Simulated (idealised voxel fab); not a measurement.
Process module name: voxel transistor to metal
The width of the displayed cross-section, cut, is 285 nm; its cells are square, with a size of 5 nm.
Cross-sections here: square-cell grids, written as top-down lists of bands, a band being one or more rows of cells. Within each band entry, the heights of the top and of the bottom of the band appear first, in that order and in nm; the materials of the band then follow from left to right, each with its corresponding width in nm. The designation "throughout" on a single material indicates that it fills the band from edge to edge; the designation "air" indicates empty space. Convention: height 0 is the level below which the wafer, as received, is all one material. The lowest band does not terminate at the bottom but continues downward, represented as "top 0, no bottom". Read "30->40" as a graded width: first number on top, second number at the bottom, same change between each pair of neighbouring rows. "remained unchanged" means the step left every cell of the cross-section as it was. The list in "Sealed-off cavities" covers empty spaces of 8 cells or more that cannot reach the top through any open way, and it gives each as width x height at distance; the distance is from the left edge, and width, height and distance are in nm. On each step's line, the part that comes after the settings is the simulator's own comment on the step. overlay nm: mask right of planned place by this much (step with mask). Neg. = left.
Here's what the planned process steps look like:
1. RECEIVE,material Si
2. OXIDIZE,depth nm 5
3. CONFORMAL_DEP,material SiN,thk nm 10
4. PATTERN,tone cover,mask id ACTIVE,material resist,width nm 110,pitch nm 135,thk nm 20,overlay nm 0
5. DIRECTIONAL_ETCH,etch materials SiN,depth nm 10
6. DIRECTIONAL_ETCH,etch materials SiO2,depth nm 5
7. DIRECTIONAL_ETCH,etch materials Si,depth nm 30
8. STRIP,etch materials resist
9. OXIDIZE,depth nm 5
10. FILL_DEP,material SiO2,thk nm 10
11. CMP,height nm 10
12. SELECTIVE_ETCH,etch materials SiO2,depth nm 10
13. STRIP,etch materials SiN
14. SELECTIVE_ETCH,etch materials SiO2,depth nm 5
15. OXIDIZE,depth nm 5
16. DIRECTIONAL_DEP,material polySi,thk nm 30
17. DIRECTIONAL_DEP,material SiCN,thk nm 15
18. PATTERN,tone cover,mask id GATE,material resist,width nm 30,pitch nm 135,thk nm 20,overlay nm 0
19. DIRECTIONAL_ETCH,etch materials SiCN,depth nm 25
20. DIRECTIONAL_ETCH,etch materials polySi,depth nm 40
21. STRIP,etch materials resist
22. CONFORMAL_DEP,material SiO2,thk nm 5
23. DIRECTIONAL_ETCH,etch materials SiO2,depth nm 5
24. CONFORMAL_DEP,material SiN,thk nm 10
25. DIRECTIONAL_ETCH,etch materials SiN,depth nm 10
26. DIRECTIONAL_ETCH,etch materials SiO2,depth nm 5
27. DIRECTIONAL_ETCH,etch materials Si,depth nm 10
28. EPI,material pSi,thk nm 10
29. FILL_DEP,material SiO2,thk nm 5
30. CMP,height nm 25
31. STRIP,etch materials polySi
32. SELECTIVE_ETCH,etch materials SiO2,depth nm 5
33. CONFORMAL_DEP,material HfO2,thk nm 5
34. CONFORMAL_DEP,material TiN,thk nm 5
35. FILL_DEP,material W,thk nm 10
36. CMP,height nm 20
37. DIRECTIONAL_DEP,material SiO2,thk nm 10
38. MASKED_ETCH,tone open,mask id CONTACT,width nm 15,etch materials SiO2,depth nm 40,overlay nm 0
39. CONFORMAL_DEP,material TiN,thk nm 5
40. FILL_DEP,material Ru,thk nm 10
41. CMP,height nm 30
42. CONFORMAL_DEP,material SiN,thk nm 5
43. DIRECTIONAL_DEP,material lowk,thk nm 20
44. MASKED_ETCH,tone open,mask id METAL_1,width nm 15,etch materials lowk,depth nm 20,overlay nm 0
45. MASKED_ETCH,tone open,mask id METAL_1,width nm 15,etch materials SiN,depth nm 5,overlay nm 0
46. CONFORMAL_DEP,material TiN,thk nm 5
47. FILL_DEP,material Ru,thk nm 10
48. CMP,height nm 55
49. CONFORMAL_DEP,material SiCN,thk nm 5
50. DIRECTIONAL_DEP,material lowk,thk nm 30
51. PATTERN,tone open,mask id METAL_2,material resist,width nm 15,pitch nm 135,thk nm 15,overlay nm 0
52. DIRECTIONAL_ETCH,etch materials lowk,depth nm 20
53. STRIP,etch materials resist
54. MASKED_ETCH,tone open,mask id METAL_2_HOLES,width nm 15,pitch nm 135,etch materials lowk,depth nm 10,overlay nm 0
55. MASKED_ETCH,tone open,mask id METAL_2_HOLES,width nm 15,pitch nm 135,etch materials SiCN,depth nm 5,overlay nm 0
56. CONFORMAL_DEP,material TiN,thk nm 5
57. FILL_DEP,material Cu,thk nm 10
58. CMP,height nm 90
59. CONFORMAL_DEP,material SiCN,thk nm 5
Wafer cross-section on receipt, i.e. after step 1:
  top 0, no bottom | Si throughout
  Sealed-off cavities: none
Cross-sectional result after module completion. Note: starting condition and plan are unchanged from above; one processing mistake was made:
  top 95, bottom 90 | SiCN throughout
  top 90, bottom 60 | lowk: 30; TiN: 5; Cu: 5; TiN: 5; lowk: 120; TiN: 5; Cu: 5; TiN: 5; lowk: 105
  top 60, bottom 55 | SiCN: 30; TiN: 15; SiCN: 120; TiN: 15; SiCN: 105
  top 55, bottom 35 | lowk: 30; TiN: 5; Ru: 5; TiN: 5; lowk: 60; TiN: 5; Ru: 5; TiN: 5; lowk: 45; TiN: 5; Ru: 5; TiN: 5; lowk: 60; TiN: 5; Ru: 5; TiN: 5; lowk: 30
  top 35, bottom 30 | SiN: 30; TiN: 15; SiN: 60; TiN: 15; SiN: 45; TiN: 15; SiN: 60; TiN: 15; SiN: 30
  top 30, bottom 20 | SiO2: 30; TiN: 5; Ru: 5; TiN: 5; SiO2: 60; TiN: 5; Ru: 5; TiN: 5; SiO2: 45; TiN: 5; Ru: 5; TiN: 5; SiO2: 60; TiN: 5; Ru: 5; TiN: 5; SiO2: 30
  top 20, bottom 5 | SiO2: 30; TiN: 5; Ru: 5; TiN: 5; SiO2: 5; SiN: 5; HfO2: 5; TiN: 5; W: 20; TiN: 5; HfO2: 5; SiN: 5; SiO2: 5; TiN: 5; Ru: 5; TiN: 5; SiO2: 45; TiN: 5; Ru: 5; TiN: 5; SiO2: 5; SiN: 5; HfO2: 5; TiN: 5; W: 20; TiN: 5; HfO2: 5; SiN: 5; SiO2: 5; TiN: 5; Ru: 5; TiN: 5; SiO2: 30
  top 5, bottom 0 | SiO2: 30; TiN: 15; SiO2: 5; SiN: 5; HfO2: 5; TiN: 5; W: 20; TiN: 5; HfO2: 5; SiN: 5; SiO2: 5; TiN: 15; SiO2: 45; TiN: 15; SiO2: 5; SiN: 5; HfO2: 5; TiN: 5; W: 20; TiN: 5; HfO2: 5; SiN: 5; SiO2: 5; TiN: 15; SiO2: 30
  top 0, bottom -5 | SiO2: 30; TiN: 10; pSi: 10; SiN: 5; HfO2: 5; TiN: 30; HfO2: 5; SiN: 5; pSi: 10; TiN: 10; SiO2: 45; TiN: 10; pSi: 10; SiN: 5; HfO2: 5; TiN: 30; HfO2: 5; SiN: 5; pSi: 10; TiN: 10; SiO2: 30
  top -5, bottom -10 | SiO2: 30; TiN: 10; pSi: 10; SiO2: 5; HfO2: 40; SiO2: 5; pSi: 10; TiN: 10; SiO2: 45; TiN: 10; pSi: 10; SiO2: 5; HfO2: 40; SiO2: 5; pSi: 10; TiN: 10; SiO2: 30
  top -10, bottom -20 | SiO2: 25; pSi: 25; Si: 50; pSi: 25; SiO2: 35; pSi: 25; Si: 50; pSi: 25; SiO2: 25
  top -20, bottom -40 | SiO2: 25; Si: 100; SiO2: 35; Si: 100; SiO2: 25
  top -40, no bottom | Si throughout
  Sealed-off cavities: none
what went wrong: off-plan run, step 24, actual operation and settings CONFORMAL_DEP,material SiN,thk nm 5
